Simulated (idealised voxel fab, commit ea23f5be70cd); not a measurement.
process module | voxel released beams
cross-section cut | 190 nm wide | cells 5 nm
A cross-section is a grid of square cells, given in bands from the top down. A band is one or more rows of cells.
Each band's line starts with the height of the band's top and of its bottom, in nm. Then come its materials from left to right, each with its width in nm. One material with "throughout" fills the band from edge to edge. "air" is empty space.
Height 0 is the level under which the wafer as received is all one material. The lowest band goes on downwards, as in "0 down".
A width such as "30 to 40" changes by the same amount from each row of cells to the next, from the band's top row to its bottom row.
"no change" after a step means that no cell of the cross-section changed.
closed voids: empty space of 8 cells or more with no open way to the top, each as width x height at its distance from the left edge, in nm
after a step's settings: what the simulator itself notes on the step
overlay nm, on a step with a mask: how far to the right of its planned place the mask lay; to the left if negative
plan
1 op RECEIVE | material Si
2 op CONFORMAL_DEP | material Al2O3 | thk nm 5
3 op DIRECTIONAL_DEP | material SiO2 | thk nm 20
4 op MASKED_ETCH | tone open | mask id ANCHOR | width nm 35 | etch materials SiO2 | depth nm 20 | overlay nm 0
5 op CONFORMAL_DEP | material W | thk nm 15
6 op MASKED_ETCH | tone cover | mask id BEAM | width nm 90 | etch materials W | depth nm 15 | overlay nm 0
7 op STRIP | etch materials SiO2
first wafer, as planned
as received, after step 1
  0 down: Si throughout
  closed voids: none
after step 2
  5 to 0: Al2O3 throughout
  below 0: unchanged
after step 3
  25 to 5: SiO2 throughout
  below 5: unchanged
after step 4
  25 to 5: SiO2 50 | air 35 | SiO2 105
  below 5: unchanged
after step 5
  40 to 25: W 65 | air 5 | W 120
  25 to 20: SiO2 50 | W 15 | air 5 | W 15 | SiO2 105
  20 to 5: SiO2 50 | W 35 | SiO2 105
  below 5: unchanged
after step 6
  40 to 25: air 45 | W 20 | air 5 | W 65 | air 55
  below 25: unchanged
after step 7
  40 to 25: air 45 | W 20 | air 5 | W 65 | air 55
  25 to 20: air 50 | W 15 | air 5 | W 15 | air 105
  20 to 5: air 50 | W 35 | air 105
  below 5: unchanged
second wafer: like start, like plan, one mistake. Through step 1 it matches the first wafer
when step 2 should have ended
  5 to 0: W throughout
  below 0: unchanged
when step 3 should have ended
  25 to 5: SiO2 throughout
  below 5: unchanged
when step 4 should have ended
  25 to 5: SiO2 50 | air 35 | SiO2 105
  below 5: unchanged
when step 5 should have ended
  40 to 25: W 65 | air 5 | W 120
  25 to 20: SiO2 50 | W 15 | air 5 | W 15 | SiO2 105
  20 to 5: SiO2 50 | W 35 | SiO2 105
  below 5: unchanged
when step 6 should have ended
  40 to 25: air 45 | W 20 | air 5 | W 65 | air 55
  below 25: unchanged
when step 7 should have ended
  40 to 25: air 45 | W 20 | air 5 | W 65 | air 55
  25 to 20: air 50 | W 15 | air 5 | W 15 | air 105
  20 to 5: air 50 | W 35 | air 105
  below 5: unchanged
what went wrong: step 2 ran as: op CONFORMAL_DEP | material W | thk nm 5
at the end the second wafer has, in cells: 38 fewer of Al2O3 | 38 more of W
